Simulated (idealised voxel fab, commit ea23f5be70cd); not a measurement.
Proc. module: voxel gate over fins
The cross-section shown here is cut; it is 275 nm wide and divided into square cells measuring 5 nm on a side.
Think of the cross-section as a grid of square cells. We describe it in bands, top to bottom, and each band covers one or more rows of those cells. This entry defines a band. It first specifies the height of the band's top and the height of its bottom in nm, and then specifies the band's materials from left to right, stating each material with its width in nm. The word "everywhere" identifies a single material that fills the band from edge to edge, while the word "blank" identifies empty space. The reference from which all heights are counted is 0, the level beneath which the as-received wafer is entirely one material; the lowest band, having no lower bound, proceeds downward and is written after the example "0 -> down". Top row gets the first number, bottom row gets the second, and each row in between changes by the same step: that is how a band width like "30 to 40" works. What does "nothing got changed" mean for a step? It means no cell of the cross-section changed in that step. The label "Cavities, sealed" introduces a list of the empty spaces, 8 cells or larger, that have no open way up to the top; each entry in it reads width x height at distance, where the distance is taken from the left edge and all three are stated in nm. On each step's line, the part that comes after the settings is the simulator's own comment on the step. A step line may carry the setting "overlay nm", which, for steps involving a mask, states the distance by which the mask lay to the right of its intended position; negative values denote displacement to the left.

**Intended process steps**
1,RECEIVE: material Si
2,CONFORMAL_DEP: material SiN, thk nm 10
3,DIRECTIONAL_DEP: material aC, thk nm 10
4,PATTERN: tone cover, mask id FINS, material resist, width nm 15, pitch nm 55, thk nm 30, overlay nm 0
5,DIRECTIONAL_ETCH: etch materials aC, depth nm 10
6,STRIP: etch materials resist
7,DIRECTIONAL_ETCH: etch materials SiN, depth nm 10
8,DIRECTIONAL_ETCH: etch materials Si, depth nm 40
9,STRIP: etch materials aC
10,FILL_DEP: material SiO2, thk nm 10
11,CMP: height nm 10
12,PATTERN: tone open, mask id RAIL, material resist, width nm 15, thk nm 20, overlay nm 0
13,DIRECTIONAL_ETCH: etch materials SiO2, depth nm 45
14,STRIP: etch materials resist
15,CONFORMAL_DEP: material TiN, thk nm 5
16,FILL_DEP: material W, thk nm 5
17,CMP: height nm 10
18,SELECTIVE_ETCH: etch materials W Ru TiN, depth nm 30
19,FILL_DEP: material SiO2, thk nm 5
20,CMP: height nm 10
21,SELECTIVE_ETCH: etch materials SiO2, depth nm 25
22,STRIP: etch materials SiN
23,CONFORMAL_DEP: material HfO2, thk nm 5
24,CONFORMAL_DEP: material TiN, thk nm 5
25,FILL_DEP: material W, thk nm 15
26,CMP: height nm 20
27,CONFORMAL_DEP: material SiCN, thk nm 5

**So, the first of our two wafers, run just as we planned it**

**So this is the incoming wafer in cross-section - it's already been through step 1**
> 0 -> down  Si everywhere
> Cavities, sealed: none

**After step 2: wafer cross-section**
> 10 -> 0  SiN everywhere
> No changes below 0.

**After step 3: wafer cross-section**
> 20 -> 10  aC everywhere
> No changes below 10.

**After step 4: wafer cross-section**
> 50 -> 20  75 nm blank; 15 nm resist; 40 nm blank; 15 nm resist; 40 nm blank; 15 nm resist; 75 nm blank
> No changes below 20.

**After step 5: wafer cross-section**
> 40 -> 20  75 nm blank; 15 nm resist; 40 nm blank; 15 nm resist; 40 nm blank; 15 nm resist; 75 nm blank
> 20 -> 10  75 nm blank; 15 nm aC; 40 nm blank; 15 nm aC; 40 nm blank; 15 nm aC; 75 nm blank
> No changes below 10.

**After step 6: wafer cross-section**
> 20 -> 10  75 nm blank; 15 nm aC; 40 nm blank; 15 nm aC; 40 nm blank; 15 nm aC; 75 nm blank
> No changes below 10.

**After step 7: wafer cross-section**
> 20 -> 10  75 nm blank; 15 nm aC; 40 nm blank; 15 nm aC; 40 nm blank; 15 nm aC; 75 nm blank
> 10 -> 0  75 nm blank; 15 nm SiN; 40 nm blank; 15 nm SiN; 40 nm blank; 15 nm SiN; 75 nm blank
> No changes below 0.

**After step 8: wafer cross-section**
> 20 -> 10  75 nm blank; 15 nm aC; 40 nm blank; 15 nm aC; 40 nm blank; 15 nm aC; 75 nm blank
> 10 -> 0  75 nm blank; 15 nm SiN; 40 nm blank; 15 nm SiN; 40 nm blank; 15 nm SiN; 75 nm blank
> 0 -> -40  75 nm blank; 15 nm Si; 40 nm blank; 15 nm Si; 40 nm blank; 15 nm Si; 75 nm blank
> No changes below -40.

**After step 9: wafer cross-section**
> 10 -> 0  75 nm blank; 15 nm SiN; 40 nm blank; 15 nm SiN; 40 nm blank; 15 nm SiN; 75 nm blank
> No changes below 0.

**After step 10: wafer cross-section**
> 20 -> 10  SiO2 everywhere
> 10 -> 0  75 nm SiO2; 15 nm SiN; 40 nm SiO2; 15 nm SiN; 40 nm SiO2; 15 nm SiN; 75 nm SiO2
> 0 -> -40  75 nm SiO2; 15 nm Si; 40 nm SiO2; 15 nm Si; 40 nm SiO2; 15 nm Si; 75 nm SiO2
> No changes below -40.

**After step 11: wafer cross-section**
> 10 -> 0  75 nm SiO2; 15 nm SiN; 40 nm SiO2; 15 nm SiN; 40 nm SiO2; 15 nm SiN; 75 nm SiO2
> No changes below 0.

**After step 12: wafer cross-section**
> 30 -> 10  100 nm resist; 15 nm blank; 160 nm resist
> No changes below 10.

**After step 13: wafer cross-section**
> 30 -> 10  100 nm resist; 15 nm blank; 160 nm resist
> 10 -> 0  75 nm SiO2; 15 nm SiN; 10 nm SiO2; 15 nm blank; 15 nm SiO2; 15 nm SiN; 40 nm SiO2; 15 nm SiN; 75 nm SiO2
> 0 -> -35  75 nm SiO2; 15 nm Si; 10 nm SiO2; 15 nm blank; 15 nm SiO2; 15 nm Si; 40 nm SiO2; 15 nm Si; 75 nm SiO2
> No changes below -35.

**After step 14: wafer cross-section**
> 10 -> 0  75 nm SiO2; 15 nm SiN; 10 nm SiO2; 15 nm blank; 15 nm SiO2; 15 nm SiN; 40 nm SiO2; 15 nm SiN; 75 nm SiO2
> No changes below 0.

**After step 15: wafer cross-section**
> 15 -> 10  105 nm TiN; 5 nm blank; 165 nm TiN
> 10 -> 0  75 nm SiO2; 15 nm SiN; 10 nm SiO2; 5 nm TiN; 5 nm blank; 5 nm TiN; 15 nm SiO2; 15 nm SiN; 40 nm SiO2; 15 nm SiN; 75 nm SiO2
> 0 -> -30  75 nm SiO2; 15 nm Si; 10 nm SiO2; 5 nm TiN; 5 nm blank; 5 nm TiN; 15 nm SiO2; 15 nm Si; 40 nm SiO2; 15 nm Si; 75 nm SiO2
> -30 -> -35  75 nm SiO2; 15 nm Si; 10 nm SiO2; 15 nm TiN; 15 nm SiO2; 15 nm Si; 40 nm SiO2; 15 nm Si; 75 nm SiO2
> No changes below -35.

**After step 16: wafer cross-section**
> 20 -> 15  W everywhere
> 15 -> 10  105 nm TiN; 5 nm W; 165 nm TiN
> 10 -> 0  75 nm SiO2; 15 nm SiN; 10 nm SiO2; 5 nm TiN; 5 nm W; 5 nm TiN; 15 nm SiO2; 15 nm SiN; 40 nm SiO2; 15 nm SiN; 75 nm SiO2
> 0 -> -30  75 nm SiO2; 15 nm Si; 10 nm SiO2; 5 nm TiN; 5 nm W; 5 nm TiN; 15 nm SiO2; 15 nm Si; 40 nm SiO2; 15 nm Si; 75 nm SiO2
> No changes below -30.

**After step 17: wafer cross-section**
> 10 -> 0  75 nm SiO2; 15 nm SiN; 10 nm SiO2; 5 nm TiN; 5 nm W; 5 nm TiN; 15 nm SiO2; 15 nm SiN; 40 nm SiO2; 15 nm SiN; 75 nm SiO2
> No changes below 0.

**After step 18: wafer cross-section**
> 10 -> 0  75 nm SiO2; 15 nm SiN; 10 nm SiO2; 15 nm blank; 15 nm SiO2; 15 nm SiN; 40 nm SiO2; 15 nm SiN; 75 nm SiO2
> 0 -> -20  75 nm SiO2; 15 nm Si; 10 nm SiO2; 15 nm blank; 15 nm SiO2; 15 nm Si; 40 nm SiO2; 15 nm Si; 75 nm SiO2
> No changes below -20.

**After step 19: wafer cross-section**
> 15 -> 10  SiO2 everywhere
> 10 -> 0  75 nm SiO2; 15 nm SiN; 40 nm SiO2; 15 nm SiN; 40 nm SiO2; 15 nm SiN; 75 nm SiO2
> 0 -> -20  75 nm SiO2; 15 nm Si; 40 nm SiO2; 15 nm Si; 40 nm SiO2; 15 nm Si; 75 nm SiO2
> No changes below -20.

**After step 20: wafer cross-section**
> 10 -> 0  75 nm SiO2; 15 nm SiN; 40 nm SiO2; 15 nm SiN; 40 nm SiO2; 15 nm SiN; 75 nm SiO2
> No changes below 0.

**After step 21: wafer cross-section**
> 10 -> 0  75 nm blank; 15 nm SiN; 40 nm blank; 15 nm SiN; 40 nm blank; 15 nm SiN; 75 nm blank
> 0 -> -15  75 nm blank; 15 nm Si; 40 nm blank; 15 nm Si; 40 nm blank; 15 nm Si; 75 nm blank
> No changes below -15.

**After step 22: wafer cross-section**
> 0 -> -15  75 nm blank; 15 nm Si; 40 nm blank; 15 nm Si; 40 nm blank; 15 nm Si; 75 nm blank
> No changes below -15.

**After step 23: wafer cross-section**
> 5 -> 0  70 nm blank; 25 nm HfO2; 30 nm blank; 25 nm HfO2; 30 nm blank; 25 nm HfO2; 70 nm blank
> 0 -> -10  70 nm blank; 5 nm HfO2; 15 nm Si; 5 nm HfO2; 30 nm blank; 5 nm HfO2; 15 nm Si; 5 nm HfO2; 30 nm blank; 5 nm HfO2; 15 nm Si; 5 nm HfO2; 70 nm blank
> -10 -> -15  75 nm HfO2; 15 nm Si; 40 nm HfO2; 15 nm Si; 40 nm HfO2; 15 nm Si; 75 nm HfO2
> No changes below -15.

**After step 24: wafer cross-section**
> 10 -> 5  65 nm blank; 35 nm TiN; 20 nm blank; 35 nm TiN; 20 nm blank; 35 nm TiN; 65 nm blank
> 5 -> 0  65 nm blank; 5 nm TiN; 25 nm HfO2; 5 nm TiN; 20 nm blank; 5 nm TiN; 25 nm HfO2; 5 nm TiN; 20 nm blank; 5 nm TiN; 25 nm HfO2; 5 nm TiN; 65 nm blank
> 0 -> -5  65 nm blank; 5 nm TiN; 5 nm HfO2; 15 nm Si; 5 nm HfO2; 5 nm TiN; 20 nm blank; 5 nm TiN; 5 nm HfO2; 15 nm Si; 5 nm HfO2; 5 nm TiN; 20 nm blank; 5 nm TiN; 5 nm HfO2; 15 nm Si; 5 nm HfO2; 5 nm TiN; 65 nm blank
> -5 -> -10  70 nm TiN; 5 nm HfO2; 15 nm Si; 5 nm HfO2; 30 nm TiN; 5 nm HfO2; 15 nm Si; 5 nm HfO2; 30 nm TiN; 5 nm HfO2; 15 nm Si; 5 nm HfO2; 70 nm TiN
> No changes below -10.

**After step 25: wafer cross-section**
> 25 -> 10  W everywhere
> 10 -> 5  65 nm W; 35 nm TiN; 20 nm W; 35 nm TiN; 20 nm W; 35 nm TiN; 65 nm W
> 5 -> 0  65 nm W; 5 nm TiN; 25 nm HfO2; 5 nm TiN; 20 nm W; 5 nm TiN; 25 nm HfO2; 5 nm TiN; 20 nm W; 5 nm TiN; 25 nm HfO2; 5 nm TiN; 65 nm W
> 0 -> -5  65 nm W; 5 nm TiN; 5 nm HfO2; 15 nm Si; 5 nm HfO2; 5 nm TiN; 20 nm W; 5 nm TiN; 5 nm HfO2; 15 nm Si; 5 nm HfO2; 5 nm TiN; 20 nm W; 5 nm TiN; 5 nm HfO2; 15 nm Si; 5 nm HfO2; 5 nm TiN; 65 nm W
> No changes below -5.

**After step 26: wafer cross-section**
> 20 -> 10  W everywhere
> No changes below 10.

**After step 27: wafer cross-section**
> 25 -> 20  SiCN everywhere
> No changes below 20.

**Here the second wafer is described. Its start and its plan were those of the first wafer. Its run contained one mistake. Up to and including step 11, it did exactly what the first wafer did**

**Cross-section: second wafer, time at which step 12 was scheduled to end**
> 30 -> 10  95 nm resist; 15 nm blank; 165 nm resist
> No changes below 10.

**Cross-section: second wafer, time at which step 13 was scheduled to end**
> 30 -> 10  95 nm resist; 15 nm blank; 165 nm resist
> 10 -> 0  75 nm SiO2; 15 nm SiN; 5 nm SiO2; 15 nm blank; 20 nm SiO2; 15 nm SiN; 40 nm SiO2; 15 nm SiN; 75 nm SiO2
> 0 -> -35  75 nm SiO2; 15 nm Si; 5 nm SiO2; 15 nm blank; 20 nm SiO2; 15 nm Si; 40 nm SiO2; 15 nm Si; 75 nm SiO2
> No changes below -35.

**Cross-section: second wafer, time at which step 14 was scheduled to end**
> 10 -> 0  75 nm SiO2; 15 nm SiN; 5 nm SiO2; 15 nm blank; 20 nm SiO2; 15 nm SiN; 40 nm SiO2; 15 nm SiN; 75 nm SiO2
> No changes below 0.

**Cross-section: second wafer, time at which step 15 was scheduled to end**
> 15 -> 10  100 nm TiN; 5 nm blank; 170 nm TiN
> 10 -> 0  75 nm SiO2; 15 nm SiN; 5 nm SiO2; 5 nm TiN; 5 nm blank; 5 nm TiN; 20 nm SiO2; 15 nm SiN; 40 nm SiO2; 15 nm SiN; 75 nm SiO2
> 0 -> -30  75 nm SiO2; 15 nm Si; 5 nm SiO2; 5 nm TiN; 5 nm blank; 5 nm TiN; 20 nm SiO2; 15 nm Si; 40 nm SiO2; 15 nm Si; 75 nm SiO2
> -30 -> -35  75 nm SiO2; 15 nm Si; 5 nm SiO2; 15 nm TiN; 20 nm SiO2; 15 nm Si; 40 nm SiO2; 15 nm Si; 75 nm SiO2
> No changes below -35.

**Cross-section: second wafer, time at which step 16 was scheduled to end**
> 20 -> 15  W everywhere
> 15 -> 10  100 nm TiN; 5 nm W; 170 nm TiN
> 10 -> 0  75 nm SiO2; 15 nm SiN; 5 nm SiO2; 5 nm TiN; 5 nm W; 5 nm TiN; 20 nm SiO2; 15 nm SiN; 40 nm SiO2; 15 nm SiN; 75 nm SiO2
> 0 -> -30  75 nm SiO2; 15 nm Si; 5 nm SiO2; 5 nm TiN; 5 nm W; 5 nm TiN; 20 nm SiO2; 15 nm Si; 40 nm SiO2; 15 nm Si; 75 nm SiO2
> No changes below -30.

**Cross-section: second wafer, time at which step 17 was scheduled to end**
> 10 -> 0  75 nm SiO2; 15 nm SiN; 5 nm SiO2; 5 nm TiN; 5 nm W; 5 nm TiN; 20 nm SiO2; 15 nm SiN; 40 nm SiO2; 15 nm SiN; 75 nm SiO2
> No changes below 0.

**Cross-section: second wafer, time at which step 18 was scheduled to end**
> 10 -> 0  75 nm SiO2; 15 nm SiN; 5 nm SiO2; 15 nm blank; 20 nm SiO2; 15 nm SiN; 40 nm SiO2; 15 nm SiN; 75 nm SiO2
> 0 -> -20  75 nm SiO2; 15 nm Si; 5 nm SiO2; 15 nm blank; 20 nm SiO2; 15 nm Si; 40 nm SiO2; 15 nm Si; 75 nm SiO2
> No changes below -20.

**Cross-section: second wafer, time at which step 19 was scheduled to end**
> 15 -> 10  SiO2 everywhere
> 10 -> 0  75 nm SiO2; 15 nm SiN; 40 nm SiO2; 15 nm SiN; 40 nm SiO2; 15 nm SiN; 75 nm SiO2
> 0 -> -20  75 nm SiO2; 15 nm Si; 40 nm SiO2; 15 nm Si; 40 nm SiO2; 15 nm Si; 75 nm SiO2
> No changes below -20.

**Cross-section: second wafer, time at which step 20 was scheduled to end**
> 10 -> 0  75 nm SiO2; 15 nm SiN; 40 nm SiO2; 15 nm SiN; 40 nm SiO2; 15 nm SiN; 75 nm SiO2
> No changes below 0.

**Cross-section: second wafer, time at which step 21 was scheduled to end**
> 10 -> 0  75 nm blank; 15 nm SiN; 40 nm blank; 15 nm SiN; 40 nm blank; 15 nm SiN; 75 nm blank
> 0 -> -15  75 nm blank; 15 nm Si; 40 nm blank; 15 nm Si; 40 nm blank; 15 nm Si; 75 nm blank
> No changes below -15.

**Cross-section: second wafer, time at which step 22 was scheduled to end**
> 0 -> -15  75 nm blank; 15 nm Si; 40 nm blank; 15 nm Si; 40 nm blank; 15 nm Si; 75 nm blank
> No changes below -15.

**Cross-section: second wafer, time at which step 23 was scheduled to end**
> 5 -> 0  70 nm blank; 25 nm HfO2; 30 nm blank; 25 nm HfO2; 30 nm blank; 25 nm HfO2; 70 nm blank
> 0 -> -10  70 nm blank; 5 nm HfO2; 15 nm Si; 5 nm HfO2; 30 nm blank; 5 nm HfO2; 15 nm Si; 5 nm HfO2; 30 nm blank; 5 nm HfO2; 15 nm Si; 5 nm HfO2; 70 nm blank
> -10 -> -15  75 nm HfO2; 15 nm Si; 40 nm HfO2; 15 nm Si; 40 nm HfO2; 15 nm Si; 75 nm HfO2
> No changes below -15.

**Cross-section: second wafer, time at which step 24 was scheduled to end**
> 10 -> 5  65 nm blank; 35 nm TiN; 20 nm blank; 35 nm TiN; 20 nm blank; 35 nm TiN; 65 nm blank
> 5 -> 0  65 nm blank; 5 nm TiN; 25 nm HfO2; 5 nm TiN; 20 nm blank; 5 nm TiN; 25 nm HfO2; 5 nm TiN; 20 nm blank; 5 nm TiN; 25 nm HfO2; 5 nm TiN; 65 nm blank
> 0 -> -5  65 nm blank; 5 nm TiN; 5 nm HfO2; 15 nm Si; 5 nm HfO2; 5 nm TiN; 20 nm blank; 5 nm TiN; 5 nm HfO2; 15 nm Si; 5 nm HfO2; 5 nm TiN; 20 nm blank; 5 nm TiN; 5 nm HfO2; 15 nm Si; 5 nm HfO2; 5 nm TiN; 65 nm blank
> -5 -> -10  70 nm TiN; 5 nm HfO2; 15 nm Si; 5 nm HfO2; 30 nm TiN; 5 nm HfO2; 15 nm Si; 5 nm HfO2; 30 nm TiN; 5 nm HfO2; 15 nm Si; 5 nm HfO2; 70 nm TiN
> No changes below -10.

**Cross-section: second wafer, time at which step 25 was scheduled to end**
> 25 -> 10  W everywhere
> 10 -> 5  65 nm W; 35 nm TiN; 20 nm W; 35 nm TiN; 20 nm W; 35 nm TiN; 65 nm W
> 5 -> 0  65 nm W; 5 nm TiN; 25 nm HfO2; 5 nm TiN; 20 nm W; 5 nm TiN; 25 nm HfO2; 5 nm TiN; 20 nm W; 5 nm TiN; 25 nm HfO2; 5 nm TiN; 65 nm W
> 0 -> -5  65 nm W; 5 nm TiN; 5 nm HfO2; 15 nm Si; 5 nm HfO2; 5 nm TiN; 20 nm W; 5 nm TiN; 5 nm HfO2; 15 nm Si; 5 nm HfO2; 5 nm TiN; 20 nm W; 5 nm TiN; 5 nm HfO2; 15 nm Si; 5 nm HfO2; 5 nm TiN; 65 nm W
> No changes below -5.

**Cross-section: second wafer, time at which step 26 was scheduled to end**
> 20 -> 10  W everywhere
> No changes below 10.

**Cross-section: second wafer, time at which step 27 was scheduled to end**
> 25 -> 20  SiCN everywhere
> No changes below 20.
Diagnosis: step 12 was processed under conditions differing from the plan, specifically as PATTERN: tone open, mask id RAIL, material resist, width nm 15, thk nm 20, overlay nm -5
End check, second vs first wafer: material counts in cells match, positions do not.
